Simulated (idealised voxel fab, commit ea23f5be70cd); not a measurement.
You're looking at the process module voxel self aligned vias.
Section shown: cut. Width: 255 nm. Cell size: 5 nm, square.
In this document a cross-section is written as a grid of square cells. It is given as a series of bands, listed from the top down, and a band is one or more rows of cells. The band entry comprises the height of the band's top followed by the height of its bottom, expressed in nm, and subsequently the band's materials from left to right, each stated together with its width in nm. Where a single material is marked with the word "throughout", that material fills the band from edge to edge. The word "empty" represents empty space. The level at which height equals 0 is the one under which the wafer, as it arrives, is entirely one material. No lower edge exists for the bottom band, which continues downward and is notated as in "0..down". Top row gets the first number, bottom row gets the second, and each row in between changes by the same step: that is how a band width like "30..40" works. "all unchanged" -> step changed no cross-section cell. Empty spaces without an open route to the top, at least 8 cells in extent, make up the entry "Sealed internal voids"; each is given as width x height at distance, where the distance is measured from the left edge, and all are in nm. What comes after the settings on a step's line is commentary from the simulator itself on that step. When a step includes a mask, the "overlay nm" setting on its line states how far to the right of its planned place that mask lay, and negative values state how far to the left.
### Steps in the process plan
- 1: RECEIVE with material Si
- 2: CONFORMAL_DEP with material SiO2, thk nm 10
- 3: CONFORMAL_DEP with material SiCN, thk nm 5
- 4: DIRECTIONAL_DEP with material SiO2, thk nm 25
- 5: DIRECTIONAL_DEP with material aC, thk nm 15
- 6: PATTERN with tone open, mask id LINES, material resist, width nm 25, pitch nm 75, thk nm 30, overlay nm 0
- 7: DIRECTIONAL_ETCH with etch materials aC, depth nm 15
- 8: STRIP with etch materials resist
- 9: DIRECTIONAL_ETCH with etch materials SiO2, depth nm 25
- 10: STRIP with etch materials aC
- 11: CONFORMAL_DEP with material TiN, thk nm 5
- 12: FILL_DEP with material Ru, thk nm 5
- 13: CMP with height nm 40
- 14: SELECTIVE_ETCH with etch materials W Ru TiN, depth nm 10
- 15: FILL_DEP with material SiN, thk nm 5
- 16: CMP with height nm 40
- 17: DIRECTIONAL_DEP with material SiO2, thk nm 15
- 18: PATTERN with tone open, mask id VIAS, material resist, width nm 45, pitch nm 150, thk nm 15, overlay nm 0
- 19: DIRECTIONAL_ETCH with etch materials SiO2, depth nm 15
- 20: DIRECTIONAL_ETCH with etch materials SiN, depth nm 10
- 21: STRIP with etch materials resist
- 22: CONFORMAL_DEP with material TiN, thk nm 5
- 23: FILL_DEP with material Cu, thk nm 10
- 24: CMP with height nm 55
- 25: CONFORMAL_DEP with material SiN, thk nm 5
### First of two wafers: run as planned
### Wafer at receipt (post step 1), cross-section
    0..down: Si throughout
    Sealed internal voids: none
### Wafer section view after processing step 2
    10..0: SiO2 throughout
    Heights below 0 show no change.
### Wafer section view after processing step 3
    15..10: SiCN throughout
    Heights below 10 show no change.
### Wafer section view after processing step 4
    40..15: SiO2 throughout
    Heights below 15 show no change.
### Wafer section view after processing step 5
    55..40: aC throughout
    Heights below 40 show no change.
### Wafer section view after processing step 6
    85..55: 40 nm resist / 25 nm empty / 50 nm resist / 25 nm empty / 50 nm resist / 25 nm empty / 40 nm resist
    Heights below 55 show no change.
### Wafer section view after processing step 7
    70..55: 40 nm resist / 25 nm empty / 50 nm resist / 25 nm empty / 50 nm resist / 25 nm empty / 40 nm resist
    55..40: 40 nm aC / 25 nm empty / 50 nm aC / 25 nm empty / 50 nm aC / 25 nm empty / 40 nm aC
    Heights below 40 show no change.
### Wafer section view after processing step 8
    55..40: 40 nm aC / 25 nm empty / 50 nm aC / 25 nm empty / 50 nm aC / 25 nm empty / 40 nm aC
    Heights below 40 show no change.
### Wafer section view after processing step 9
    55..40: 40 nm aC / 25 nm empty / 50 nm aC / 25 nm empty / 50 nm aC / 25 nm empty / 40 nm aC
    40..15: 40 nm SiO2 / 25 nm empty / 50 nm SiO2 / 25 nm empty / 50 nm SiO2 / 25 nm empty / 40 nm SiO2
    Heights below 15 show no change.
### Wafer section view after processing step 10
    40..15: 40 nm SiO2 / 25 nm empty / 50 nm SiO2 / 25 nm empty / 50 nm SiO2 / 25 nm empty / 40 nm SiO2
    Heights below 15 show no change.
### Wafer section view after processing step 11
    45..40: 45 nm TiN / 15 nm empty / 60 nm TiN / 15 nm empty / 60 nm TiN / 15 nm empty / 45 nm TiN
    40..20: 40 nm SiO2 / 5 nm TiN / 15 nm empty / 5 nm TiN / 50 nm SiO2 / 5 nm TiN / 15 nm empty / 5 nm TiN / 50 nm SiO2 / 5 nm TiN / 15 nm empty / 5 nm TiN / 40 nm SiO2
    20..15: 40 nm SiO2 / 25 nm TiN / 50 nm SiO2 / 25 nm TiN / 50 nm SiO2 / 25 nm TiN / 40 nm SiO2
    Heights below 15 show no change.
### Wafer section view after processing step 12
    50..45: Ru throughout
    45..40: 45 nm TiN / 15 nm Ru / 60 nm TiN / 15 nm Ru / 60 nm TiN / 15 nm Ru / 45 nm TiN
    40..20: 40 nm SiO2 / 5 nm TiN / 15 nm Ru / 5 nm TiN / 50 nm SiO2 / 5 nm TiN / 15 nm Ru / 5 nm TiN / 50 nm SiO2 / 5 nm TiN / 15 nm Ru / 5 nm TiN / 40 nm SiO2
    Heights below 20 show no change.
### Wafer section view after processing step 13
    40..20: 40 nm SiO2 / 5 nm TiN / 15 nm Ru / 5 nm TiN / 50 nm SiO2 / 5 nm TiN / 15 nm Ru / 5 nm TiN / 50 nm SiO2 / 5 nm TiN / 15 nm Ru / 5 nm TiN / 40 nm SiO2
    Heights below 20 show no change.
### Wafer section view after processing step 14
    40..30: 40 nm SiO2 / 25 nm empty / 50 nm SiO2 / 25 nm empty / 50 nm SiO2 / 25 nm empty / 40 nm SiO2
    Heights below 30 show no change.
### Wafer section view after processing step 15
    45..40: SiN throughout
    40..30: 40 nm SiO2 / 25 nm SiN / 50 nm SiO2 / 25 nm SiN / 50 nm SiO2 / 25 nm SiN / 40 nm SiO2
    Heights below 30 show no change.
### Wafer section view after processing step 16
    40..30: 40 nm SiO2 / 25 nm SiN / 50 nm SiO2 / 25 nm SiN / 50 nm SiO2 / 25 nm SiN / 40 nm SiO2
    Heights below 30 show no change.
### Wafer section view after processing step 17
    55..40: SiO2 throughout
    Heights below 40 show no change.
### Wafer section view after processing step 18
    70..55: 30 nm resist / 45 nm empty / 105 nm resist / 45 nm empty / 30 nm resist
    Heights below 55 show no change.
### Wafer section view after processing step 19
    70..55: 30 nm resist / 45 nm empty / 105 nm resist / 45 nm empty / 30 nm resist
    55..40: 30 nm SiO2 / 45 nm empty / 105 nm SiO2 / 45 nm empty / 30 nm SiO2
    Heights below 40 show no change.
### Wafer section view after processing step 20
    70..55: 30 nm resist / 45 nm empty / 105 nm resist / 45 nm empty / 30 nm resist
    55..40: 30 nm SiO2 / 45 nm empty / 105 nm SiO2 / 45 nm empty / 30 nm SiO2
    40..30: 40 nm SiO2 / 25 nm empty / 50 nm SiO2 / 25 nm SiN / 50 nm SiO2 / 25 nm empty / 40 nm SiO2
    Heights below 30 show no change.
### Wafer section view after processing step 21
    55..40: 30 nm SiO2 / 45 nm empty / 105 nm SiO2 / 45 nm empty / 30 nm SiO2
    Heights below 40 show no change.
### Wafer section view after processing step 22
    60..55: 35 nm TiN / 35 nm empty / 115 nm TiN / 35 nm empty / 35 nm TiN
    55..45: 30 nm SiO2 / 5 nm TiN / 35 nm empty / 5 nm TiN / 105 nm SiO2 / 5 nm TiN / 35 nm empty / 5 nm TiN / 30 nm SiO2
    45..40: 30 nm SiO2 / 15 nm TiN / 15 nm empty / 15 nm TiN / 105 nm SiO2 / 15 nm TiN / 15 nm empty / 15 nm TiN / 30 nm SiO2
    40..35: 40 nm SiO2 / 5 nm TiN / 15 nm empty / 5 nm TiN / 50 nm SiO2 / 25 nm SiN / 50 nm SiO2 / 5 nm TiN / 15 nm empty / 5 nm TiN / 40 nm SiO2
    35..30: 40 nm SiO2 / 25 nm TiN / 50 nm SiO2 / 25 nm SiN / 50 nm SiO2 / 25 nm TiN / 40 nm SiO2
    Heights below 30 show no change.
### Wafer section view after processing step 23
    70..60: Cu throughout
    60..55: 35 nm TiN / 35 nm Cu / 115 nm TiN / 35 nm Cu / 35 nm TiN
    55..45: 30 nm SiO2 / 5 nm TiN / 35 nm Cu / 5 nm TiN / 105 nm SiO2 / 5 nm TiN / 35 nm Cu / 5 nm TiN / 30 nm SiO2
    45..40: 30 nm SiO2 / 15 nm TiN / 15 nm Cu / 15 nm TiN / 105 nm SiO2 / 15 nm TiN / 15 nm Cu / 15 nm TiN / 30 nm SiO2
    40..35: 40 nm SiO2 / 5 nm TiN / 15 nm Cu / 5 nm TiN / 50 nm SiO2 / 25 nm SiN / 50 nm SiO2 / 5 nm TiN / 15 nm Cu / 5 nm TiN / 40 nm SiO2
    Heights below 35 show no change.
### Wafer section view after processing step 24
    55..45: 30 nm SiO2 / 5 nm TiN / 35 nm Cu / 5 nm TiN / 105 nm SiO2 / 5 nm TiN / 35 nm Cu / 5 nm TiN / 30 nm SiO2
    Heights below 45 show no change.
### Wafer section view after processing step 25
    60..55: SiN throughout
    Heights below 55 show no change.
### What follows concerns the second wafer, which started out like the first and was meant to follow the very same plan; one mistake crept in when it was run, but everything up to and including step 17 is the same as for the first wafer
### The second wafer cut through, at the time step 18 was supposed to be finished
    70..55: 25 nm resist / 55 nm empty / 95 nm resist / 55 nm empty / 25 nm resist
    Heights below 55 show no change.
### The second wafer cut through, at the time step 19 was supposed to be finished
    70..55: 25 nm resist / 55 nm empty / 95 nm resist / 55 nm empty / 25 nm resist
    55..40: 25 nm SiO2 / 55 nm empty / 95 nm SiO2 / 55 nm empty / 25 nm SiO2
    Heights below 40 show no change.
### The second wafer cut through, at the time step 20 was supposed to be finished
    70..55: 25 nm resist / 55 nm empty / 95 nm resist / 55 nm empty / 25 nm resist
    55..40: 25 nm SiO2 / 55 nm empty / 95 nm SiO2 / 55 nm empty / 25 nm SiO2
    40..30: 40 nm SiO2 / 25 nm empty / 50 nm SiO2 / 25 nm SiN / 50 nm SiO2 / 25 nm empty / 40 nm SiO2
    Heights below 30 show no change.
### The second wafer cut through, at the time step 21 was supposed to be finished
    55..40: 25 nm SiO2 / 55 nm empty / 95 nm SiO2 / 55 nm empty / 25 nm SiO2
    Heights below 40 show no change.
### The second wafer cut through, at the time step 22 was supposed to be finished
    60..55: 30 nm TiN / 45 nm empty / 105 nm TiN / 45 nm empty / 30 nm TiN
    55..45: 25 nm SiO2 / 5 nm TiN / 45 nm empty / 5 nm TiN / 95 nm SiO2 / 5 nm TiN / 45 nm empty / 5 nm TiN / 25 nm SiO2
    45..40: 25 nm SiO2 / 20 nm TiN / 15 nm empty / 20 nm TiN / 95 nm SiO2 / 20 nm TiN / 15 nm empty / 20 nm TiN / 25 nm SiO2
    40..35: 40 nm SiO2 / 5 nm TiN / 15 nm empty / 5 nm TiN / 50 nm SiO2 / 25 nm SiN / 50 nm SiO2 / 5 nm TiN / 15 nm empty / 5 nm TiN / 40 nm SiO2
    35..30: 40 nm SiO2 / 25 nm TiN / 50 nm SiO2 / 25 nm SiN / 50 nm SiO2 / 25 nm TiN / 40 nm SiO2
    Heights below 30 show no change.
### The second wafer cut through, at the time step 23 was supposed to be finished
    70..60: Cu throughout
    60..55: 30 nm TiN / 45 nm Cu / 105 nm TiN / 45 nm Cu / 30 nm TiN
    55..45: 25 nm SiO2 / 5 nm TiN / 45 nm Cu / 5 nm TiN / 95 nm SiO2 / 5 nm TiN / 45 nm Cu / 5 nm TiN / 25 nm SiO2
    45..40: 25 nm SiO2 / 20 nm TiN / 15 nm Cu / 20 nm TiN / 95 nm SiO2 / 20 nm TiN / 15 nm Cu / 20 nm TiN / 25 nm SiO2
    40..35: 40 nm SiO2 / 5 nm TiN / 15 nm Cu / 5 nm TiN / 50 nm SiO2 / 25 nm SiN / 50 nm SiO2 / 5 nm TiN / 15 nm Cu / 5 nm TiN / 40 nm SiO2
    Heights below 35 show no change.
### The second wafer cut through, at the time step 24 was supposed to be finished
    55..45: 25 nm SiO2 / 5 nm TiN / 45 nm Cu / 5 nm TiN / 95 nm SiO2 / 5 nm TiN / 45 nm Cu / 5 nm TiN / 25 nm SiO2
    Heights below 45 show no change.
### The second wafer cut through, at the time step 25 was supposed to be finished
    60..55: SiN throughout
    Heights below 55 show no change.
Nonconformance to the process plan: heads up, step 18 didn't go per plan, it actually ran as PATTERN with tone open, mask id VIAS, material resist, width nm 55, pitch nm 150, thk nm 15, overlay nm 0
Final cells, second wafer relative to first, materials higher or lower: Cu +8; SiO2 -12; TiN +4
